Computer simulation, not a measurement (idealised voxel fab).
process module | voxel gate over fins
cross-section cut | 140 nm wide | cells 5 nm
A cross-section is a grid of square cells, given in bands from the top down. A band is one or more rows of cells.
Each band's line starts with the height of the band's top and of its bottom, in nm. Then come its materials from left to right, each with its width in nm. One material with "throughout" fills the band from edge to edge. "air" is empty space.
Height 0 is the level under which the wafer as received is all one material. The lowest band goes on downwards, as in "0 down".
A width such as "30 to 40" changes by the same amount from each row of cells to the next, from the band's top row to its bottom row.
"no change" after a step means that no cell of the cross-section changed.
closed voids: empty space of 8 cells or more with no open way to the top, each as width x height at its distance from the left edge, in nm
after a step's settings: what the simulator itself notes on the step
overlay nm, on a step with a mask: how far to the right of its planned place the mask lay; to the left if negative
plan
1 op RECEIVE | material Si
2 op CONFORMAL_DEP | material SiN | thk nm 5
3 op MASKED_ETCH | tone cover | mask id FINS | width nm 15 | pitch nm 45 | etch materials SiN | depth nm 5 | overlay nm 0
4 op MASKED_ETCH | tone cover | mask id FINS | width nm 15 | pitch nm 45 | etch materials Si | depth nm 40 | overlay nm 0
5 op OXIDIZE | depth nm 5
6 op FILL_DEP | material SiO2 | thk nm 5
7 op CMP | height nm 5
8 op SELECTIVE_ETCH | etch materials SiO2 | depth nm 20
9 op STRIP | etch materials SiN
10 op CONFORMAL_DEP | material HfO2 | thk nm 5
11 op CONFORMAL_DEP | material TiN | thk nm 5
12 op FILL_DEP | material W | thk nm 15
13 op CMP | height nm 20
14 op CONFORMAL_DEP | material SiN | thk nm 10
as received, after step 1
  0 down: Si throughout
  closed voids: none
first wafer at the end, as planned
  30 to 20: SiN throughout
  20 to 10: W throughout
  10 to 5: W 10 | TiN 25 | W 20 | TiN 25 | W 20 | TiN 25 | W 15
  5 to 0: W 10 | TiN 5 | HfO2 15 | TiN 5 | W 20 | TiN 5 | HfO2 15 | TiN 5 | W 20 | TiN 5 | HfO2 15 | TiN 5 | W 15
  0 to -5: W 10 | TiN 5 | HfO2 5 | Si 5 | HfO2 5 | TiN 5 | W 20 | TiN 5 | HfO2 5 | Si 5 | HfO2 5 | TiN 5 | W 20 | TiN 5 | HfO2 5 | Si 5 | HfO2 5 | TiN 5 | W 15
  -5 to -10: TiN 15 | HfO2 5 | Si 5 | HfO2 5 | TiN 30 | HfO2 5 | Si 5 | HfO2 5 | TiN 30 | HfO2 5 | Si 5 | HfO2 5 | TiN 20
  -10 to -15: HfO2 20 | Si 5 | HfO2 40 | Si 5 | HfO2 40 | Si 5 | HfO2 25
  -15 to -45: SiO2 20 | Si 5 | SiO2 40 | Si 5 | SiO2 40 | Si 5 | SiO2 25
  -45 down: Si throughout
  closed voids: none
second wafer at the end: like start, like plan, one mistake
  30 to 20: SiN throughout
  20 to 10: W throughout
  10 to 5: W 10 | TiN 25 | W 20 | TiN 25 | W 20 | TiN 25 | W 15
  5 to 0: TiN 15 | HfO2 15 | TiN 30 | HfO2 15 | TiN 30 | HfO2 15 | TiN 20
  0 to -5: HfO2 20 | Si 5 | HfO2 40 | Si 5 | HfO2 40 | Si 5 | HfO2 25
  -5 to -45: SiO2 20 | Si 5 | SiO2 40 | Si 5 | SiO2 40 | Si 5 | SiO2 25
  -45 down: Si throughout
  closed voids: none
what went wrong: step 8 ran as: op SELECTIVE_ETCH | etch materials SiO2 | depth nm 10
at the end the second wafer has, in cells: 12 fewer of HfO2 | 50 more of SiO2 | 12 fewer of TiN | 26 fewer of W
